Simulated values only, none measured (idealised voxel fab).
The following process module bears the name voxel quadruple lines.
The cross-section on display is named cut; it measures 190 nm wide, and its cells are 5 nm squares.
A cross-section in this document is a grid of square cells, and it is written down as bands, the top band listed before the ones below it; a band is made up of one or more rows of cells. This entry defines a band. It first specifies the height of the band's top and the height of its bottom in nm, and then specifies the band's materials from left to right, stating each material with its width in nm. The word "everywhere" identifies a single material that fills the band from edge to edge, while the word "air" identifies empty space. Height is counted from the level 0, under which the received wafer is composed throughout of one material. The lowest of the bands is not closed at the bottom but continues downward, in the notation "0 down". Think of "30..40" as a width that walks from the first number to the second as you go down the band, top row to bottom row, taking equal-sized steps from row to row. A step reported as "changes: none" is a step in which no cell of the cross-section changed. Trapped cavities: empty space of 8 cells or more with no open way to the top, each as width x height at its distance from the left edge, in nm. Past the settings on a step's line: simulator remark, on that step. On any step carrying a mask, the "overlay nm" setting, if present on the step's line, tells how far right of its planned place the mask lay; negative values point to the left.

Steps in the process plan
1,RECEIVE | material Si
2,CONFORMAL_DEP | material SiO2 | thk nm 10
3,DIRECTIONAL_DEP | material TiN | thk nm 10
4,DIRECTIONAL_DEP | material polySi | thk nm 20
5,DIRECTIONAL_DEP | material aC | thk nm 25
6,PATTERN | tone cover | mask id MANDREL | material resist | width nm 20 | thk nm 35 | overlay nm 0
7,DIRECTIONAL_ETCH | etch materials aC | depth nm 25
8,STRIP | etch materials resist
9,CONFORMAL_DEP | material SiO2 | thk nm 10
10,DIRECTIONAL_ETCH | etch materials SiO2 | depth nm 10
11,STRIP | etch materials aC
12,DIRECTIONAL_ETCH | etch materials polySi | depth nm 20
13,STRIP | etch materials SiO2
14,CONFORMAL_DEP | material SiN | thk nm 5
15,DIRECTIONAL_ETCH | etch materials SiN | depth nm 5
16,STRIP | etch materials polySi
17,DIRECTIONAL_ETCH | etch materials TiN | depth nm 10
18,STRIP | etch materials SiN
19,FILL_DEP | material SiO2 | thk nm 10
20,CMP | height nm 20

Wafer at receipt (post step 1), cross-section
> 0 down  Si everywhere
> Trapped cavities: none

This is how the wafer looks in cross-section once the module is done, given the starting state and plan above and one mistake in carrying the plan out
> 20 to 10  polySi everywhere
> 10 to 0  SiO2 everywhere
> 0 down  Si everywhere
> Trapped cavities: none
What was done differently from what was planned? steps 3 and 4 swapped
